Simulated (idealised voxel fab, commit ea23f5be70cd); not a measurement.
Process module under the name voxel capacitor over wiring
Cross-section cut: width 270 nm, square cells of 5 nm.
The cross-sections in this document take the form of a grid made of square cells. They are written out as bands, in order from top to bottom. Each band consists of one or more rows of cells. Look at the band entry: it leads with the top's height and the bottom's height in nm. Then it lists the materials left to right, with a width in nm for each. The word "full width" on a single material says that material fills the band edge to edge. The word "air" is empty space. Heights are expressed relative to 0, this being the level below which the as-received wafer comprises one material exclusively. The lowest band is unbounded in the downward direction and is denoted as in "from 0 down". The notation "30 to 40" denotes a width that varies across the rows of cells in the band, beginning at the first number in the top row, finishing at the second number in the bottom row, and changing by an identical amount from each row to the next. Given "nothing altered" for a step, no cell of the cross-section differs between before and after that step. "Voids, fully enclosed" - sealed voids, min. 8 cells, no opening to top; format: width x height at distance (distance from left edge; nm throughout). The remark found on a step's line after its settings is issued by the simulator itself and pertains to that step. overlay nm: mask offset rightward from planned place, masked step; negative means leftward offset.

Here's what the planned process steps look like:
1) RECEIVE: material Si
2) CONFORMAL_DEP: material SiO2, thk nm 10
3) CONFORMAL_DEP: material SiN, thk nm 5
4) DIRECTIONAL_DEP: material SiO2, thk nm 15
5) PATTERN: tone open, mask id METAL_1, material resist, width nm 20, pitch nm 80, thk nm 15, overlay nm 0
6) DIRECTIONAL_ETCH: etch materials SiO2, depth nm 15
7) DIRECTIONAL_ETCH: etch materials SiN, depth nm 5
8) STRIP: etch materials resist
9) CONFORMAL_DEP: material TiN, thk nm 5
10) FILL_DEP: material Cu, thk nm 5
11) CMP: height nm 30
12) CONFORMAL_DEP: material SiCN, thk nm 5
13) DIRECTIONAL_DEP: material SiO2, thk nm 5
14) DIRECTIONAL_DEP: material aC, thk nm 10
15) PATTERN: tone open, mask id PLUG_1, material resist, width nm 15, thk nm 30, overlay nm 0
16) DIRECTIONAL_ETCH: etch materials aC, depth nm 10
17) STRIP: etch materials resist
18) DIRECTIONAL_ETCH: etch materials SiO2, depth nm 10
19) DIRECTIONAL_ETCH: etch materials SiCN, depth nm 5
20) STRIP: etch materials aC
21) EPI: material Ru, thk nm 10
22) EPI: material Ru, thk nm 5
23) DIRECTIONAL_DEP: material TiN, thk nm 5
24) DIRECTIONAL_DEP: material SiN, thk nm 5
25) DIRECTIONAL_DEP: material TiN, thk nm 10
26) MASKED_ETCH: tone cover, mask id UPPER_PLATE, width nm 65, etch materials TiN, depth nm 10, overlay nm 0
27) MASKED_ETCH: tone cover, mask id UPPER_PLATE, width nm 65, etch materials SiN, depth nm 5, overlay nm 0
28) MASKED_ETCH: tone cover, mask id LOWER_PLATE, width nm 75, etch materials TiN, depth nm 5, overlay nm 0
29) FILL_DEP: material SiO2, thk nm 20
30) CMP: height nm 80
31) PATTERN: tone open, mask id PLUG_2, material resist, width nm 15, thk nm 20, overlay nm 0
32) DIRECTIONAL_ETCH: etch materials SiO2, depth nm 15
33) STRIP: etch materials resist
34) CONFORMAL_DEP: material TiN, thk nm 5
35) FILL_DEP: material W, thk nm 10
36) CMP: height nm 80
37) CONFORMAL_DEP: material SiCN, thk nm 5
Quick note for whoever runs this: the wafers start identical, but the thk nm at step 13 isn't the same across them. The plan just shows what the first wafer had.

Received wafers, first of several: cross-section after step 1:
  from 0 down = Si full width
  Voids, fully enclosed: none

Here is how to read the rows: every wafer has a row, and it shows the wafer at the end of the module, giving for each material how many cells were gained (+) or lost (-) since the wafer was received, then listing its closed voids:
thk nm 5, +12 Cu, +11 Ru, +105 SiCN, +59 SiN, +661 SiO2, +68 TiN, +2 W, Voids, fully enclosed: none
thk nm 10, +12 Cu, +9 Ru, +105 SiCN, +59 SiN, +663 SiO2, +68 TiN, +2 W, Voids, fully enclosed: none
thk nm 15, +12 Cu, +108 SiCN, +59 SiN, +671 SiO2, +67 TiN, +1 W, Voids, fully enclosed: none
thk nm 20, +12 Cu, +108 SiCN, +59 SiN, +673 SiO2, +66 TiN, Voids, fully enclosed: none
thk nm 25, +12 Cu, +108 SiCN, +59 SiN, +676 SiO2, +63 TiN, Voids, fully enclosed: none
